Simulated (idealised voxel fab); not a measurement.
Module name: voxel air gaps (process module)
Each square cell in cross-section cut measures 5 nm, and the section as a whole is 240 nm wide.
Bands, listed from the top down, are how a cross-section gets written in this document; the cross-section itself is a grid of square cells, and a band is one or more rows of them. It is stipulated that each band's entry specify, in nanometres, the height of the top of the band and then that of its bottom, followed by the materials of the band in left-to-right sequence, each together with its width in nanometres. A single material marked by the word "full width" is understood to fill the band from edge to edge; the word "empty" is understood to denote empty space. The level at which height equals 0 is the one under which the wafer, as it arrives, is entirely one material. No lower edge exists for the bottom band, which continues downward and is notated as in "0 and below". Graded width ("30->40"): value in top row of band = first number; value in bottom row = second number; row-to-row change constant. What does "all unchanged" mean for a step? It means no cell of the cross-section changed in that step. Under "Fully sealed voids" you'll find the enclosed gaps, the ones with no way out to the top, that are 8 cells or bigger; each reads width x height at distance, with distance counted from the left edge, everything in nm. Anything after a step's settings on that line? It's the simulator's own note about the step. "overlay nm" answers the question of how far to the right of plan the mask lay on a step that has a mask, and when it is negative the answer is to the left.

[Here's what the planned process steps look like]
| 1 | RECEIVE, material Si |
| 2 | CONFORMAL_DEP, material SiO2, thk nm 15 |
| 3 | CONFORMAL_DEP, material SiN, thk nm 5 |
| 4 | DIRECTIONAL_DEP, material SiO2, thk nm 35 |
| 5 | DIRECTIONAL_DEP, material aC, thk nm 15 |
| 6 | PATTERN, tone open, mask id LINES, material resist, width nm 20, pitch nm 45, thk nm 35, overlay nm 0 |
| 7 | DIRECTIONAL_ETCH, etch materials aC, depth nm 15 |
| 8 | STRIP, etch materials resist |
| 9 | DIRECTIONAL_ETCH, etch materials SiO2, depth nm 35 |
| 10 | STRIP, etch materials aC |
| 11 | CONFORMAL_DEP, material TiN, thk nm 5 |
| 12 | FILL_DEP, material Cu, thk nm 5 |
| 13 | CMP, height nm 55 |
| 14 | EPI, material Ru, thk nm 10 |
| 15 | SELECTIVE_ETCH, etch materials SiO2, depth nm 45 |
| 16 | CONFORMAL_DEP, material SiCN, thk nm 5 |

[Incoming wafer, cross-sectional view, post step 1]
- 0 and below: Si full width
- Fully sealed voids: none

[Looking at the first of two wafers in cross-section at end of module - ran to plan]
- 70 down to 65: empty: 25  SiCN: 185  empty: 30
- 65 down to 55: empty: 25  SiCN: 5  Ru: 40  SiCN: 5  Ru: 40  SiCN: 5  Ru: 40  SiCN: 5  Ru: 40  SiCN: 5  empty: 30
- 55 down to 50: empty: 25  SiCN: 15  TiN: 5  Cu: 10  TiN: 5  SiCN: 25  TiN: 5  Cu: 10  TiN: 5  SiCN: 25  TiN: 5  Cu: 10  TiN: 5  SiCN: 25  TiN: 5  Cu: 10  TiN: 5  SiCN: 15  empty: 30
- 50 down to 25: empty: 35  SiCN: 5  TiN: 5  Cu: 10  TiN: 5  SiCN: 5  empty: 15  SiCN: 5  TiN: 5  Cu: 10  TiN: 5  SiCN: 5  empty: 15  SiCN: 5  TiN: 5  Cu: 10  TiN: 5  SiCN: 5  empty: 15  SiCN: 5  TiN: 5  Cu: 10  TiN: 5  SiCN: 5  empty: 40
- 25 down to 20: SiCN: 40  TiN: 20  SiCN: 25  TiN: 20  SiCN: 25  TiN: 20  SiCN: 25  TiN: 20  SiCN: 45
- 20 down to 15: SiN full width
- 15 down to 0: SiO2 full width
- 0 and below: Si full width
- Fully sealed voids: 15 x 25 at 65; 15 x 25 at 110; 15 x 25 at 155

[Second wafer cross-section at end of module - shared start and plan with the first, one mistake in the run]
- 70 down to 65: empty: 30  SiCN: 185  empty: 25
- 65 down to 55: empty: 30  SiCN: 5  Ru: 40  SiCN: 5  Ru: 40  SiCN: 5  Ru: 40  SiCN: 5  Ru: 40  SiCN: 5  empty: 25
- 55 down to 50: empty: 30  SiCN: 15  TiN: 5  Cu: 10  TiN: 5  SiCN: 25  TiN: 5  Cu: 10  TiN: 5  SiCN: 25  TiN: 5  Cu: 10  TiN: 5  SiCN: 25  TiN: 5  Cu: 10  TiN: 5  SiCN: 15  empty: 25
- 50 down to 25: empty: 40  SiCN: 5  TiN: 5  Cu: 10  TiN: 5  SiCN: 5  empty: 15  SiCN: 5  TiN: 5  Cu: 10  TiN: 5  SiCN: 5  empty: 15  SiCN: 5  TiN: 5  Cu: 10  TiN: 5  SiCN: 5  empty: 15  SiCN: 5  TiN: 5  Cu: 10  TiN: 5  SiCN: 5  empty: 35
- 25 down to 20: SiCN: 45  TiN: 20  SiCN: 25  TiN: 20  SiCN: 25  TiN: 20  SiCN: 25  TiN: 20  SiCN: 40
- 20 down to 15: SiN full width
- 15 down to 0: SiO2 full width
- 0 and below: Si full width
- Fully sealed voids: 15 x 25 at 70; 15 x 25 at 115; 15 x 25 at 160
Misprocessing identified: step 6 off recipe, ran as PATTERN, tone open, mask id LINES, material resist, width nm 20, pitch nm 45, thk nm 35, overlay nm 5
So at the finish, the second wafer's got exactly as many cells of each material as the first, just not in the same spots.
